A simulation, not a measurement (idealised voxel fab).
Presented below is a process module, voxel tone inversion.
Xsec cut, 275 nm wide, square cell size 5 nm.
A cross-section is written here as square cells arranged in a grid, and it is given in bands from the top down, each band taking up one or more rows of cells.
Look at the band entry: it leads with the top's height and the bottom's height in nm. Then it lists the materials left to right, with a width in nm for each. The word "edge to edge" on a single material says that material fills the band edge to edge. The word "empty" is empty space.
Heights are expressed relative to 0, this being the level below which the as-received wafer comprises one material exclusively. The lowest band is unbounded in the downward direction and is denoted as in "0 -> down".
So if you see something like "30..40" for the width, read it as the top row of the band sitting at the first number and the bottom row at the second, with every row in between moving by the same amount as the last.
No cell of the cross-section changed in a step that is given as "remained unchanged".
The list in "Trapped cavities" covers empty spaces of 8 cells or more that cannot reach the top through any open way, and it gives each as width x height at distance; the distance is from the left edge, and width, height and distance are in nm.
Formally, on a step line, whatever follows the settings is a remark that the simulator itself makes on the step.
What "overlay nm" on a step's line means: if the step has a mask, that mask lay this far to the right of its planned place, or, when the value is negative, to the left.

## So here's the lineup of process steps we planned
1. RECEIVE: material Si
2. CONFORMAL_DEP: material SiN, thk nm 10
3. DIRECTIONAL_DEP: material aC, thk nm 15
4. PATTERN: tone cover, mask id POSTS, material resist, width nm 25, pitch nm 45, thk nm 20, overlay nm 0
5. DIRECTIONAL_ETCH: etch materials aC, depth nm 15
6. STRIP: etch materials resist
7. FILL_DEP: material SiO2, thk nm 5
8. CMP: height nm 25
9. STRIP: etch materials aC
10. CONFORMAL_DEP: material TiN, thk nm 5
11. FILL_DEP: material Cu, thk nm 5
12. CMP: height nm 25
13. CONFORMAL_DEP: material SiN, thk nm 5

## Here's what the wafer looked like in cross-section when it arrived - that's after step 1
	0 -> down | Si edge to edge
	Trapped cavities: none

## End-of-module cross-section of the first of two wafers, processed as planned
	30 -> 25 | SiN edge to edge
	25 -> 15 | SiO2=55 | TiN=5 | Cu=15 | TiN=5 | SiO2=20 | TiN=5 | Cu=15 | TiN=5 | SiO2=20 | TiN=5 | Cu=15 | TiN=5 | SiO2=20 | TiN=5 | Cu=15 | TiN=5 | SiO2=60
	15 -> 10 | SiO2=55 | TiN=25 | SiO2=20 | TiN=25 | SiO2=20 | TiN=25 | SiO2=20 | TiN=25 | SiO2=60
	10 -> 0 | SiN edge to edge
	0 -> down | Si edge to edge
	Trapped cavities: none

## Cross-sectional image of the second wafer of the two following completion of the module. Starting state and process plan were the same as for the first wafer; one execution error occurred
	30 -> 0 | SiN edge to edge
	0 -> down | Si edge to edge
	Trapped cavities: none
Nonconformance to the process plan: in deviation from the planned setting, step 3 was conducted as DIRECTIONAL_DEP: material SiN, thk nm 15
Final difference in cells, second wafer against first, listed per material as more or fewer: Cu -24, SiN +165, SiO2 -105, TiN -36
